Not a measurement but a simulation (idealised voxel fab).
process module | voxel wiring stack
cross-section cut | 300 nm wide | cells 5 nm
A cross-section is a grid of square cells, given in bands from the top down. A band is one or more rows of cells.
Each band's line starts with the height of the band's top and of its bottom, in nm. Then come its materials from left to right, each with its width in nm. One material with "throughout" fills the band from edge to edge. "air" is empty space.
Height 0 is the level under which the wafer as received is all one material. The lowest band goes on downwards, as in "0 down".
A width such as "30 to 40" changes by the same amount from each row of cells to the next, from the band's top row to its bottom row.
"no change" after a step means that no cell of the cross-section changed.
closed voids: empty space of 8 cells or more with no open way to the top, each as width x height at its distance from the left edge, in nm
after a step's settings: what the simulator itself notes on the step
overlay nm, on a step with a mask: how far to the right of its planned place the mask lay; to the left if negative
Each pair below shows a cross-section before one step and the cross-section after it, down to the lowest band that changed. The line under each pair gives the step between them, with its settings. The pairs can come from different runs of this module on the same starting wafer, so a pair continues from the pair above only where its "before" says so.
before
  20 to 15: air 120 | Ru 20 | air 20 | Ru 20 | air 120
  15 to 10: air 120 | TiN 20 | air 20 | TiN 20 | air 120
  10 to 0: SiO2 throughout
  0 down: Si throughout
  closed voids: none
after
  25 to 20: air 115 | SiCN 30 | air 10 | SiCN 30 | air 115
  20 to 15: air 115 | SiCN 5 | Ru 20 | SiCN 5 | air 10 | SiCN 5 | Ru 20 | SiCN 5 | air 115
  15 to 10: SiCN 120 | TiN 20 | SiCN 20 | TiN 20 | SiCN 120
  below 10: unchanged
  closed voids: none
the step between: op CONFORMAL_DEP | material SiCN | thk nm 5
before: the cross-section after the pair above
after
  30 to 25: SiO2 throughout
  25 to 20: SiO2 115 | SiCN 30 | SiO2 10 | SiCN 30 | SiO2 115
  20 to 15: SiO2 115 | SiCN 5 | Ru 20 | SiCN 5 | SiO2 10 | SiCN 5 | Ru 20 | SiCN 5 | SiO2 115
  below 15: unchanged
  closed voids: none
the step between: op FILL_DEP | material SiO2 | thk nm 5
before: the cross-section after the pair above
after
  35 to 30: SiCN throughout
  below 30: unchanged
  closed voids: none
the step between: op CONFORMAL_DEP | material SiCN | thk nm 5
before: the cross-section after the pair above
after
  50 to 35: SiO2 throughout
  below 35: unchanged
  closed voids: none
the step between: op DIRECTIONAL_DEP | material SiO2 | thk nm 15
before: the cross-section after the pair above
after
  65 to 50: aC throughout
  below 50: unchanged
  closed voids: none
the step between: op DIRECTIONAL_DEP | material aC | thk nm 15
before: the cross-section after the pair above
after
  95 to 65: resist 120 | air 15 | resist 25 | air 15 | resist 125
  below 65: unchanged
  closed voids: none
the step between: op PATTERN | tone open | mask id PLUG_1 | material resist | width nm 15 | pitch nm 40 | thk nm 30 | overlay nm 0
before: the cross-section after the pair above
after
  80 to 65: resist 120 | air 15 | resist 25 | air 15 | resist 125
  65 to 50: aC 120 | air 15 | aC 25 | air 15 | aC 125
  below 50: unchanged
  closed voids: none
the step between: op DIRECTIONAL_ETCH | etch materials aC | depth nm 15
before: the cross-section after the pair above
after
  65 to 50: aC 120 | air 15 | aC 25 | air 15 | aC 125
  below 50: unchanged
  closed voids: none
the step between: op STRIP | etch materials resist
before: the cross-section after the pair above
after
  65 to 50: aC 120 | air 15 | aC 25 | air 15 | aC 125
  50 to 35: SiO2 120 | air 15 | SiO2 25 | air 15 | SiO2 125
  below 35: unchanged
  closed voids: none
the step between: op DIRECTIONAL_ETCH | etch materials SiO2 | depth nm 15
before: the cross-section after the pair above
after
  65 to 50: aC 120 | air 15 | aC 25 | air 15 | aC 125
  50 to 35: SiO2 120 | air 15 | SiO2 25 | air 15 | SiO2 125
  35 to 30: SiCN 120 | air 15 | SiCN 25 | air 15 | SiCN 125
  below 30: unchanged
  closed voids: none
the step between: op DIRECTIONAL_ETCH | etch materials SiCN | depth nm 5
before: the cross-section after the pair above
after
  50 to 35: SiO2 120 | air 15 | SiO2 25 | air 15 | SiO2 125
  below 35: unchanged
  closed voids: none
the step between: op STRIP | etch materials aC
before: the cross-section after the pair above
after
  55 to 50: TiN 125 | air 5 | TiN 35 | air 5 | TiN 130
  50 to 35: SiO2 120 | TiN 5 | air 5 | TiN 5 | SiO2 25 | TiN 5 | air 5 | TiN 5 | SiO2 125
  35 to 30: SiCN 120 | TiN 15 | SiCN 25 | TiN 15 | SiCN 125
  below 30: unchanged
  closed voids: none
the step between: op CONFORMAL_DEP | material TiN | thk nm 5
before: the cross-section after the pair above
after
  60 to 55: Cu throughout
  55 to 50: TiN 125 | Cu 5 | TiN 35 | Cu 5 | TiN 130
  50 to 35: SiO2 120 | TiN 5 | Cu 5 | TiN 5 | SiO2 25 | TiN 5 | Cu 5 | TiN 5 | SiO2 125
  below 35: unchanged
  closed voids: none
the step between: op FILL_DEP | material Cu | thk nm 5
before: the cross-section after the pair above
after
  50 to 35: SiO2 120 | TiN 5 | Cu 5 | TiN 5 | SiO2 25 | TiN 5 | Cu 5 | TiN 5 | SiO2 125
  below 35: unchanged
  closed voids: none
the step between: op CMP | height nm 50
before: the cross-section after the pair above
after
  55 to 50: SiN throughout
  below 50: unchanged
  closed voids: none
the step between: op CONFORMAL_DEP | material SiN | thk nm 5
before: the cross-section after the pair above
after
  75 to 55: lowk throughout
  below 55: unchanged
  closed voids: none
the step between: op DIRECTIONAL_DEP | material lowk | thk nm 20
before: the cross-section after the pair above
after
  90 to 75: aC throughout
  below 75: unchanged
  closed voids: none
the step between: op DIRECTIONAL_DEP | material aC | thk nm 15
before: the cross-section after the pair above
after
  120 to 90: resist 120 | air 20 | resist 20 | air 20 | resist 120
  below 90: unchanged
  closed voids: none
the step between: op PATTERN | tone open | mask id METAL_2 | material resist | width nm 20 | pitch nm 40 | thk nm 30 | overlay nm 0
before: the cross-section after the pair above
after
  105 to 90: resist 120 | air 20 | resist 20 | air 20 | resist 120
  90 to 75: aC 120 | air 20 | aC 20 | air 20 | aC 120
  below 75: unchanged
  closed voids: none
the step between: op DIRECTIONAL_ETCH | etch materials aC | depth nm 15
before: the cross-section after the pair above
after
  90 to 75: aC 120 | air 20 | aC 20 | air 20 | aC 120
  below 75: unchanged
  closed voids: none
the step between: op STRIP | etch materials resist
before: the cross-section after the pair above
after
  90 to 75: aC 120 | air 20 | aC 20 | air 20 | aC 120
  75 to 55: lowk 120 | air 20 | lowk 20 | air 20 | lowk 120
  below 55: unchanged
  closed voids: none
the step between: op DIRECTIONAL_ETCH | etch materials lowk | depth nm 20
before: the cross-section after the pair above
after
  90 to 75: aC 120 | air 20 | aC 20 | air 20 | aC 120
  75 to 55: lowk 120 | air 20 | lowk 20 | air 20 | lowk 120
  55 to 50: SiN 120 | air 20 | SiN 20 | air 20 | SiN 120
  below 50: unchanged
  closed voids: none
the step between: op DIRECTIONAL_ETCH | etch materials SiN | depth nm 5
before: the cross-section after the pair above
after
  75 to 55: lowk 120 | air 20 | lowk 20 | air 20 | lowk 120
  below 55: unchanged
  closed voids: none
the step between: op STRIP | etch materials aC
before: the cross-section after the pair above
after
  80 to 75: TiN 125 | air 10 | TiN 30 | air 10 | TiN 125
  75 to 55: lowk 120 | TiN 5 | air 10 | TiN 5 | lowk 20 | TiN 5 | air 10 | TiN 5 | lowk 120
  55 to 50: SiN 120 | TiN 20 | SiN 20 | TiN 20 | SiN 120
  below 50: unchanged
  closed voids: none
the step between: op CONFORMAL_DEP | material TiN | thk nm 5
before: the cross-section after the pair above
after
  85 to 80: Cu throughout
  80 to 75: TiN 125 | Cu 10 | TiN 30 | Cu 10 | TiN 125
  75 to 55: lowk 120 | TiN 5 | Cu 10 | TiN 5 | lowk 20 | TiN 5 | Cu 10 | TiN 5 | lowk 120
  below 55: unchanged
  closed voids: none
the step between: op FILL_DEP | material Cu | thk nm 5
before: the cross-section after the pair above
after
  75 to 55: lowk 120 | TiN 5 | Cu 10 | TiN 5 | lowk 20 | TiN 5 | Cu 10 | TiN 5 | lowk 120
  below 55: unchanged
  closed voids: none
the step between: op CMP | height nm 75
before: the cross-section after the pair above
after
  80 to 75: SiCN throughout
  below 75: unchanged
  closed voids: none
the step between: op CONFORMAL_DEP | material SiCN | thk nm 5
before: the cross-section after the pair above
after
  110 to 80: lowk throughout
  below 80: unchanged
  closed voids: none
the step between: op DIRECTIONAL_DEP | material lowk | thk nm 30
before: the cross-section after the pair above
after
  130 to 110: resist 120 | air 15 | resist 165
  below 110: unchanged
  closed voids: none
the step between: op PATTERN | tone open | mask id METAL_3_HOLES | material resist | width nm 15 | thk nm 20 | overlay nm 0
before: the cross-section after the pair above
after
  130 to 110: resist 120 | air 15 | resist 165
  110 to 80: lowk 120 | air 15 | lowk 165
  below 80: unchanged
  closed voids: none
the step between: op DIRECTIONAL_ETCH | etch materials lowk | depth nm 30
before: the cross-section after the pair above
after
  110 to 80: lowk 120 | air 15 | lowk 165
  below 80: unchanged
  closed voids: none
the step between: op STRIP | etch materials resist
before: the cross-section after the pair above
after
  110 to 95: lowk 120 | air 20 | lowk 20 | air 20 | lowk 120
  below 95: unchanged
  closed voids: none
the step between: op MASKED_ETCH | tone open | mask id METAL_3 | width nm 20 | pitch nm 40 | etch materials lowk | depth nm 15 | overlay nm 0
before: the cross-section after the pair above
after
  110 to 95: lowk 120 | air 20 | lowk 20 | air 20 | lowk 120
  95 to 80: lowk 120 | air 15 | lowk 165
  80 to 75: SiCN 120 | air 15 | SiCN 165
  below 75: unchanged
  closed voids: none
the step between: op MASKED_ETCH | tone open | mask id METAL_3 | width nm 20 | pitch nm 40 | etch materials SiCN | depth nm 5 | overlay nm 0
before: the cross-section after the pair above
after
  115 to 110: TiN 125 | air 10 | TiN 30 | air 10 | TiN 125
  110 to 100: lowk 120 | TiN 5 | air 10 | TiN 5 | lowk 20 | TiN 5 | air 10 | TiN 5 | lowk 120
  100 to 95: lowk 120 | TiN 5 | air 5 | TiN 10 | lowk 20 | TiN 20 | lowk 120
  95 to 80: lowk 120 | TiN 5 | air 5 | TiN 5 | lowk 165
  80 to 75: SiCN 120 | TiN 15 | SiCN 165
  below 75: unchanged
  closed voids: none
the step between: op CONFORMAL_DEP | material TiN | thk nm 5
before: the cross-section after the pair above
after
  120 to 115: Ru throughout
  115 to 110: TiN 125 | Ru 10 | TiN 30 | Ru 10 | TiN 125
  110 to 100: lowk 120 | TiN 5 | Ru 10 | TiN 5 | lowk 20 | TiN 5 | Ru 10 | TiN 5 | lowk 120
  100 to 95: lowk 120 | TiN 5 | Ru 5 | TiN 10 | lowk 20 | TiN 20 | lowk 120
  95 to 80: lowk 120 | TiN 5 | Ru 5 | TiN 5 | lowk 165
  below 80: unchanged
  closed voids: none
the step between: op FILL_DEP | material Ru | thk nm 5
before: the cross-section after the pair above
after
  110 to 100: lowk 120 | TiN 5 | Ru 10 | TiN 5 | lowk 20 | TiN 5 | Ru 10 | TiN 5 | lowk 120
  below 100: unchanged
  closed voids: none
the step between: op CMP | height nm 110
before: the cross-section after the pair above
after
  115 to 110: SiN throughout
  below 110: unchanged
  closed voids: none
the step between: op CONFORMAL_DEP | material SiN | thk nm 5
before
  110 to 80: lowk throughout
  80 to 75: SiCN throughout
  75 to 55: lowk 120 | TiN 5 | Cu 10 | TiN 5 | lowk 20 | TiN 5 | Cu 10 | TiN 5 | lowk 120
  55 to 50: SiN 120 | TiN 20 | SiN 20 | TiN 20 | SiN 120
  50 to 35: SiO2 120 | TiN 5 | Cu 5 | TiN 5 | SiO2 25 | TiN 5 | Cu 5 | TiN 5 | SiO2 125
  35 to 30: SiCN 120 | TiN 15 | SiCN 25 | TiN 15 | SiCN 125
  30 to 15: SiO2 115 | SiCN 5 | Ru 20 | SiCN 5 | SiO2 10 | SiCN 5 | Ru 20 | SiCN 5 | SiO2 115
  15 to 10: SiCN 120 | TiN 20 | SiCN 20 | TiN 20 | SiCN 120
  10 to 0: SiO2 throughout
  0 down: Si throughout
  closed voids: none
after
  130 to 110: resist 120 | air 20 | resist 160
  below 110: unchanged
  closed voids: none
the step between: op PATTERN | tone open | mask id METAL_3_HOLES | material resist | width nm 20 | thk nm 20 | overlay nm 0
before: the cross-section after the pair above
after
  130 to 110: resist 120 | air 20 | resist 160
  110 to 80: lowk 120 | air 20 | lowk 160
  below 80: unchanged
  closed voids: none
the step between: op DIRECTIONAL_ETCH | etch materials lowk | depth nm 30
before: the cross-section after the pair above
after
  110 to 80: lowk 120 | air 20 | lowk 160
  below 80: unchanged
  closed voids: none
the step between: op STRIP | etch materials resist
before: the cross-section after the pair above
after
  110 to 95: lowk 120 | air 20 | lowk 20 | air 20 | lowk 120
  below 95: unchanged
  closed voids: none
the step between: op MASKED_ETCH | tone open | mask id METAL_3 | width nm 20 | pitch nm 40 | etch materials lowk | depth nm 15 | overlay nm 0
before: the cross-section after the pair above
after
  110 to 95: lowk 120 | air 20 | lowk 20 | air 20 | lowk 120
  95 to 80: lowk 120 | air 20 | lowk 160
  80 to 75: SiCN 120 | air 20 | SiCN 160
  below 75: unchanged
  closed voids: none
the step between: op MASKED_ETCH | tone open | mask id METAL_3 | width nm 20 | pitch nm 40 | etch materials SiCN | depth nm 5 | overlay nm 0
before: the cross-section after the pair above
after
  115 to 110: TiN 125 | air 10 | TiN 30 | air 10 | TiN 125
  110 to 100: lowk 120 | TiN 5 | air 10 | TiN 5 | lowk 20 | TiN 5 | air 10 | TiN 5 | lowk 120
  100 to 95: lowk 120 | TiN 5 | air 10 | TiN 5 | lowk 20 | TiN 20 | lowk 120
  95 to 80: lowk 120 | TiN 5 | air 10 | TiN 5 | lowk 160
  80 to 75: SiCN 120 | TiN 20 | SiCN 160
  below 75: unchanged
  closed voids: none
the step between: op CONFORMAL_DEP | material TiN | thk nm 5
before: the cross-section after the pair above
after
  120 to 115: Ru throughout
  115 to 110: TiN 125 | Ru 10 | TiN 30 | Ru 10 | TiN 125
  110 to 100: lowk 120 | TiN 5 | Ru 10 | TiN 5 | lowk 20 | TiN 5 | Ru 10 | TiN 5 | lowk 120
  100 to 95: lowk 120 | TiN 5 | Ru 10 | TiN 5 | lowk 20 | TiN 20 | lowk 120
  95 to 80: lowk 120 | TiN 5 | Ru 10 | TiN 5 | lowk 160
  below 80: unchanged
  closed voids: none
the step between: op FILL_DEP | material Ru | thk nm 5
before: the cross-section after the pair above
after
  110 to 100: lowk 120 | TiN 5 | Ru 10 | TiN 5 | lowk 20 | TiN 5 | Ru 10 | TiN 5 | lowk 120
  below 100: unchanged
  closed voids: none
the step between: op CMP | height nm 110
before: the cross-section after the pair above
after
  115 to 110: SiN throughout
  below 110: unchanged
  closed voids: none
the step between: op CONFORMAL_DEP | material SiN | thk nm 5
before
  65 to 50: aC throughout
  50 to 35: SiO2 throughout
  35 to 30: SiCN throughout
  30 to 15: SiO2 115 | SiCN 5 | Ru 20 | SiCN 5 | SiO2 10 | SiCN 5 | Ru 20 | SiCN 5 | SiO2 115
  15 to 10: SiCN 120 | TiN 20 | SiCN 20 | TiN 20 | SiCN 120
  10 to 0: SiO2 throughout
  0 down: Si throughout
  closed voids: none
after
  95 to 65: resist 110 | air 15 | resist 25 | air 15 | resist 135
  below 65: unchanged
  closed voids: none
the step between: op PATTERN | tone open | mask id PLUG_1 | material resist | width nm 15 | pitch nm 40 | thk nm 30 | overlay nm -10
before: the cross-section after the pair above
after
  80 to 65: resist 110 | air 15 | resist 25 | air 15 | resist 135
  65 to 50: aC 110 | air 15 | aC 25 | air 15 | aC 135
  below 50: unchanged
  closed voids: none
the step between: op DIRECTIONAL_ETCH | etch materials aC | depth nm 15
before: the cross-section after the pair above
after
  65 to 50: aC 110 | air 15 | aC 25 | air 15 | aC 135
  below 50: unchanged
  closed voids: none
the step between: op STRIP | etch materials resist
before: the cross-section after the pair above
after
  65 to 50: aC 110 | air 15 | aC 25 | air 15 | aC 135
  50 to 35: SiO2 110 | air 15 | SiO2 25 | air 15 | SiO2 135
  below 35: unchanged
  closed voids: none
the step between: op DIRECTIONAL_ETCH | etch materials SiO2 | depth nm 15
before: the cross-section after the pair above
after
  65 to 50: aC 110 | air 15 | aC 25 | air 15 | aC 135
  50 to 35: SiO2 110 | air 15 | SiO2 25 | air 15 | SiO2 135
  35 to 30: SiCN 110 | air 15 | SiCN 25 | air 15 | SiCN 135
  below 30: unchanged
  closed voids: none
the step between: op DIRECTIONAL_ETCH | etch materials SiCN | depth nm 5
before: the cross-section after the pair above
after
  50 to 35: SiO2 110 | air 15 | SiO2 25 | air 15 | SiO2 135
  below 35: unchanged
  closed voids: none
the step between: op STRIP | etch materials aC
before: the cross-section after the pair above
after
  55 to 50: TiN 115 | air 5 | TiN 35 | air 5 | TiN 140
  50 to 35: SiO2 110 | TiN 5 | air 5 | TiN 5 | SiO2 25 | TiN 5 | air 5 | TiN 5 | SiO2 135
  35 to 30: SiCN 110 | TiN 15 | SiCN 25 | TiN 15 | SiCN 135
  below 30: unchanged
  closed voids: none
the step between: op CONFORMAL_DEP | material TiN | thk nm 5
before: the cross-section after the pair above
after
  60 to 55: Cu throughout
  55 to 50: TiN 115 | Cu 5 | TiN 35 | Cu 5 | TiN 140
  50 to 35: SiO2 110 | TiN 5 | Cu 5 | TiN 5 | SiO2 25 | TiN 5 | Cu 5 | TiN 5 | SiO2 135
  below 35: unchanged
  closed voids: none
the step between: op FILL_DEP | material Cu | thk nm 5
before: the cross-section after the pair above
after
  50 to 35: SiO2 110 | TiN 5 | Cu 5 | TiN 5 | SiO2 25 | TiN 5 | Cu 5 | TiN 5 | SiO2 135
  below 35: unchanged
  closed voids: none
the step between: op CMP | height nm 50
before: the cross-section after the pair above
after
  55 to 50: SiN throughout
  below 50: unchanged
  closed voids: none
the step between: op CONFORMAL_DEP | material SiN | thk nm 5
before: the cross-section after the pair above
after
  75 to 55: lowk throughout
  below 55: unchanged
  closed voids: none
the step between: op DIRECTIONAL_DEP | material lowk | thk nm 20
before: the cross-section after the pair above
after
  90 to 75: aC throughout
  below 75: unchanged
  closed voids: none
the step between: op DIRECTIONAL_DEP | material aC | thk nm 15
before: the cross-section after the pair above
after
  120 to 90: resist 120 | air 20 | resist 20 | air 20 | resist 120
  below 90: unchanged
  closed voids: none
the step between: op PATTERN | tone open | mask id METAL_2 | material resist | width nm 20 | pitch nm 40 | thk nm 30 | overlay nm 0
before: the cross-section after the pair above
after
  105 to 90: resist 120 | air 20 | resist 20 | air 20 | resist 120
  90 to 75: aC 120 | air 20 | aC 20 | air 20 | aC 120
  below 75: unchanged
  closed voids: none
the step between: op DIRECTIONAL_ETCH | etch materials aC | depth nm 15
before: the cross-section after the pair above
after
  90 to 75: aC 120 | air 20 | aC 20 | air 20 | aC 120
  below 75: unchanged
  closed voids: none
the step between: op STRIP | etch materials resist
before: the cross-section after the pair above
after
  90 to 75: aC 120 | air 20 | aC 20 | air 20 | aC 120
  75 to 55: lowk 120 | air 20 | lowk 20 | air 20 | lowk 120
  below 55: unchanged
  closed voids: none
the step between: op DIRECTIONAL_ETCH | etch materials lowk | depth nm 20
before: the cross-section after the pair above
after
  90 to 75: aC 120 | air 20 | aC 20 | air 20 | aC 120
  75 to 55: lowk 120 | air 20 | lowk 20 | air 20 | lowk 120
  55 to 50: SiN 120 | air 20 | SiN 20 | air 20 | SiN 120
  below 50: unchanged
  closed voids: none
the step between: op DIRECTIONAL_ETCH | etch materials SiN | depth nm 5
before: the cross-section after the pair above
after
  75 to 55: lowk 120 | air 20 | lowk 20 | air 20 | lowk 120
  below 55: unchanged
  closed voids: none
the step between: op STRIP | etch materials aC
before: the cross-section after the pair above
after
  80 to 75: TiN 125 | air 10 | TiN 30 | air 10 | TiN 125
  75 to 55: lowk 120 | TiN 5 | air 10 | TiN 5 | lowk 20 | TiN 5 | air 10 | TiN 5 | lowk 120
  55 to 50: SiN 120 | TiN 20 | SiN 20 | TiN 20 | SiN 120
  below 50: unchanged
  closed voids: none
the step between: op CONFORMAL_DEP | material TiN | thk nm 5
before: the cross-section after the pair above
after
  85 to 80: Cu throughout
  80 to 75: TiN 125 | Cu 10 | TiN 30 | Cu 10 | TiN 125
  75 to 55: lowk 120 | TiN 5 | Cu 10 | TiN 5 | lowk 20 | TiN 5 | Cu 10 | TiN 5 | lowk 120
  below 55: unchanged
  closed voids: none
the step between: op FILL_DEP | material Cu | thk nm 5
before: the cross-section after the pair above
after
  75 to 55: lowk 120 | TiN 5 | Cu 10 | TiN 5 | lowk 20 | TiN 5 | Cu 10 | TiN 5 | lowk 120
  below 55: unchanged
  closed voids: none
the step between: op CMP | height nm 75
before: the cross-section after the pair above
after
  80 to 75: SiCN throughout
  below 75: unchanged
  closed voids: none
the step between: op CONFORMAL_DEP | material SiCN | thk nm 5
before: the cross-section after the pair above
after
  110 to 80: lowk throughout
  below 80: unchanged
  closed voids: none
the step between: op DIRECTIONAL_DEP | material lowk | thk nm 30
before: the cross-section after the pair above
after
  130 to 110: resist 120 | air 15 | resist 165
  below 110: unchanged
  closed voids: none
the step between: op PATTERN | tone open | mask id METAL_3_HOLES | material resist | width nm 15 | thk nm 20 | overlay nm 0
before: the cross-section after the pair above
after
  130 to 110: resist 120 | air 15 | resist 165
  110 to 80: lowk 120 | air 15 | lowk 165
  below 80: unchanged
  closed voids: none
the step between: op DIRECTIONAL_ETCH | etch materials lowk | depth nm 30
before: the cross-section after the pair above
after
  110 to 80: lowk 120 | air 15 | lowk 165
  below 80: unchanged
  closed voids: none
the step between: op STRIP | etch materials resist
before: the cross-section after the pair above
after
  110 to 95: lowk 120 | air 20 | lowk 20 | air 20 | lowk 120
  below 95: unchanged
  closed voids: none
the step between: op MASKED_ETCH | tone open | mask id METAL_3 | width nm 20 | pitch nm 40 | etch materials lowk | depth nm 15 | overlay nm 0
before: the cross-section after the pair above
after
  110 to 95: lowk 120 | air 20 | lowk 20 | air 20 | lowk 120
  95 to 80: lowk 120 | air 15 | lowk 165
  80 to 75: SiCN 120 | air 15 | SiCN 165
  below 75: unchanged
  closed voids: none
the step between: op MASKED_ETCH | tone open | mask id METAL_3 | width nm 20 | pitch nm 40 | etch materials SiCN | depth nm 5 | overlay nm 0
before: the cross-section after the pair above
after
  115 to 110: TiN 125 | air 10 | TiN 30 | air 10 | TiN 125
  110 to 100: lowk 120 | TiN 5 | air 10 | TiN 5 | lowk 20 | TiN 5 | air 10 | TiN 5 | lowk 120
  100 to 95: lowk 120 | TiN 5 | air 5 | TiN 10 | lowk 20 | TiN 20 | lowk 120
  95 to 80: lowk 120 | TiN 5 | air 5 | TiN 5 | lowk 165
  80 to 75: SiCN 120 | TiN 15 | SiCN 165
  below 75: unchanged
  closed voids: none
the step between: op CONFORMAL_DEP | material TiN | thk nm 5
before: the cross-section after the pair above
after
  120 to 115: Ru throughout
  115 to 110: TiN 125 | Ru 10 | TiN 30 | Ru 10 | TiN 125
  110 to 100: lowk 120 | TiN 5 | Ru 10 | TiN 5 | lowk 20 | TiN 5 | Ru 10 | TiN 5 | lowk 120
  100 to 95: lowk 120 | TiN 5 | Ru 5 | TiN 10 | lowk 20 | TiN 20 | lowk 120
  95 to 80: lowk 120 | TiN 5 | Ru 5 | TiN 5 | lowk 165
  below 80: unchanged
  closed voids: none
the step between: op FILL_DEP | material Ru | thk nm 5
before: the cross-section after the pair above
after
  110 to 100: lowk 120 | TiN 5 | Ru 10 | TiN 5 | lowk 20 | TiN 5 | Ru 10 | TiN 5 | lowk 120
  below 100: unchanged
  closed voids: none
the step between: op CMP | height nm 110
before: the cross-section after the pair above
after
  115 to 110: SiN throughout
  below 110: unchanged
  closed voids: none
the step between: op CONFORMAL_DEP | material SiN | thk nm 5
before
  10 to 0: SiO2 throughout
  0 down: Si throughout
  closed voids: none
after
  15 to 10: SiN throughout
  below 10: unchanged
  closed voids: none
the step between: op DIRECTIONAL_DEP | material SiN | thk nm 5
before: the cross-section after the pair above
after
  30 to 15: Ru throughout
  below 15: unchanged
  closed voids: none
the step between: op DIRECTIONAL_DEP | material Ru | thk nm 15
before: the cross-section after the pair above
after
  45 to 30: air 120 | resist 20 | air 20 | resist 20 | air 120
  below 30: unchanged
  closed voids: none
the step between: op PATTERN | tone cover | mask id METAL_1 | material resist | width nm 20 | pitch nm 40 | thk nm 15 | overlay nm 0
before: the cross-section after the pair above
after
  45 to 30: air 120 | resist 20 | air 20 | resist 20 | air 120
  30 to 15: air 120 | Ru 20 | air 20 | Ru 20 | air 120
  below 15: unchanged
  closed voids: none
the step between: op DIRECTIONAL_ETCH | etch materials Ru | depth nm 15
before: the cross-section after the pair above
after
  30 to 15: air 120 | Ru 20 | air 20 | Ru 20 | air 120
  below 15: unchanged
  closed voids: none
the step between: op STRIP | etch materials resist
before: the cross-section after the pair above
after
  35 to 30: air 115 | SiCN 30 | air 10 | SiCN 30 | air 115
  30 to 20: air 115 | SiCN 5 | Ru 20 | SiCN 5 | air 10 | SiCN 5 | Ru 20 | SiCN 5 | air 115
  20 to 15: SiCN 120 | Ru 20 | SiCN 20 | Ru 20 | SiCN 120
  below 15: unchanged
  closed voids: none
the step between: op CONFORMAL_DEP | material SiCN | thk nm 5
before: the cross-section after the pair above
after
  40 to 35: SiO2 throughout
  35 to 30: SiO2 115 | SiCN 30 | SiO2 10 | SiCN 30 | SiO2 115
  30 to 20: SiO2 115 | SiCN 5 | Ru 20 | SiCN 5 | SiO2 10 | SiCN 5 | Ru 20 | SiCN 5 | SiO2 115
  below 20: unchanged
  closed voids: none
the step between: op FILL_DEP | material SiO2 | thk nm 5
before: the cross-section after the pair above
after
  30 to 20: SiO2 115 | SiCN 5 | Ru 20 | SiCN 5 | SiO2 10 | SiCN 5 | Ru 20 | SiCN 5 | SiO2 115
  below 20: unchanged
  closed voids: none
the step between: op CMP | height nm 30
before: the cross-section after the pair above
after
  35 to 30: SiCN throughout
  below 30: unchanged
  closed voids: none
the step between: op CONFORMAL_DEP | material SiCN | thk nm 5
before: the cross-section after the pair above
after
  50 to 35: SiO2 throughout
  below 35: unchanged
  closed voids: none
the step between: op DIRECTIONAL_DEP | material SiO2 | thk nm 15
before: the cross-section after the pair above
after
  65 to 50: aC throughout
  below 50: unchanged
  closed voids: none
the step between: op DIRECTIONAL_DEP | material aC | thk nm 15
before: the cross-section after the pair above
after
  95 to 65: resist 120 | air 15 | resist 25 | air 15 | resist 125
  below 65: unchanged
  closed voids: none
the step between: op PATTERN | tone open | mask id PLUG_1 | material resist | width nm 15 | pitch nm 40 | thk nm 30 | overlay nm 0
before: the cross-section after the pair above
after
  80 to 65: resist 120 | air 15 | resist 25 | air 15 | resist 125
  65 to 50: aC 120 | air 15 | aC 25 | air 15 | aC 125
  below 50: unchanged
  closed voids: none
the step between: op DIRECTIONAL_ETCH | etch materials aC | depth nm 15
before: the cross-section after the pair above
after
  65 to 50: aC 120 | air 15 | aC 25 | air 15 | aC 125
  below 50: unchanged
  closed voids: none
the step between: op STRIP | etch materials resist
before: the cross-section after the pair above
after
  65 to 50: aC 120 | air 15 | aC 25 | air 15 | aC 125
  50 to 35: SiO2 120 | air 15 | SiO2 25 | air 15 | SiO2 125
  below 35: unchanged
  closed voids: none
the step between: op DIRECTIONAL_ETCH | etch materials SiO2 | depth nm 15
before: the cross-section after the pair above
after
  65 to 50: aC 120 | air 15 | aC 25 | air 15 | aC 125
  50 to 35: SiO2 120 | air 15 | SiO2 25 | air 15 | SiO2 125
  35 to 30: SiCN 120 | air 15 | SiCN 25 | air 15 | SiCN 125
  below 30: unchanged
  closed voids: none
the step between: op DIRECTIONAL_ETCH | etch materials SiCN | depth nm 5
before: the cross-section after the pair above
after
  50 to 35: SiO2 120 | air 15 | SiO2 25 | air 15 | SiO2 125
  below 35: unchanged
  closed voids: none
the step between: op STRIP | etch materials aC
before: the cross-section after the pair above
after
  55 to 50: TiN 125 | air 5 | TiN 35 | air 5 | TiN 130
  50 to 35: SiO2 120 | TiN 5 | air 5 | TiN 5 | SiO2 25 | TiN 5 | air 5 | TiN 5 | SiO2 125
  35 to 30: SiCN 120 | TiN 15 | SiCN 25 | TiN 15 | SiCN 125
  below 30: unchanged
  closed voids: none
the step between: op CONFORMAL_DEP | material TiN | thk nm 5
before: the cross-section after the pair above
after
  60 to 55: Cu throughout
  55 to 50: TiN 125 | Cu 5 | TiN 35 | Cu 5 | TiN 130
  50 to 35: SiO2 120 | TiN 5 | Cu 5 | TiN 5 | SiO2 25 | TiN 5 | Cu 5 | TiN 5 | SiO2 125
  below 35: unchanged
  closed voids: none
the step between: op FILL_DEP | material Cu | thk nm 5
before: the cross-section after the pair above
after
  50 to 35: SiO2 120 | TiN 5 | Cu 5 | TiN 5 | SiO2 25 | TiN 5 | Cu 5 | TiN 5 | SiO2 125
  below 35: unchanged
  closed voids: none
the step between: op CMP | height nm 50
before: the cross-section after the pair above
after
  55 to 50: SiN throughout
  below 50: unchanged
  closed voids: none
the step between: op CONFORMAL_DEP | material SiN | thk nm 5
before: the cross-section after the pair above
after
  75 to 55: lowk throughout
  below 55: unchanged
  closed voids: none
the step between: op DIRECTIONAL_DEP | material lowk | thk nm 20
before: the cross-section after the pair above
after
  90 to 75: aC throughout
  below 75: unchanged
  closed voids: none
the step between: op DIRECTIONAL_DEP | material aC | thk nm 15
before: the cross-section after the pair above
after
  120 to 90: resist 120 | air 20 | resist 20 | air 20 | resist 120
  below 90: unchanged
  closed voids: none
the step between: op PATTERN | tone open | mask id METAL_2 | material resist | width nm 20 | pitch nm 40 | thk nm 30 | overlay nm 0
before: the cross-section after the pair above
after
  105 to 90: resist 120 | air 20 | resist 20 | air 20 | resist 120
  90 to 75: aC 120 | air 20 | aC 20 | air 20 | aC 120
  below 75: unchanged
  closed voids: none
the step between: op DIRECTIONAL_ETCH | etch materials aC | depth nm 15
before: the cross-section after the pair above
after
  90 to 75: aC 120 | air 20 | aC 20 | air 20 | aC 120
  below 75: unchanged
  closed voids: none
the step between: op STRIP | etch materials resist
before: the cross-section after the pair above
after
  90 to 75: aC 120 | air 20 | aC 20 | air 20 | aC 120
  75 to 55: lowk 120 | air 20 | lowk 20 | air 20 | lowk 120
  below 55: unchanged
  closed voids: none
the step between: op DIRECTIONAL_ETCH | etch materials lowk | depth nm 20
before: the cross-section after the pair above
after
  90 to 75: aC 120 | air 20 | aC 20 | air 20 | aC 120
  75 to 55: lowk 120 | air 20 | lowk 20 | air 20 | lowk 120
  55 to 50: SiN 120 | air 20 | SiN 20 | air 20 | SiN 120
  below 50: unchanged
  closed voids: none
the step between: op DIRECTIONAL_ETCH | etch materials SiN | depth nm 5
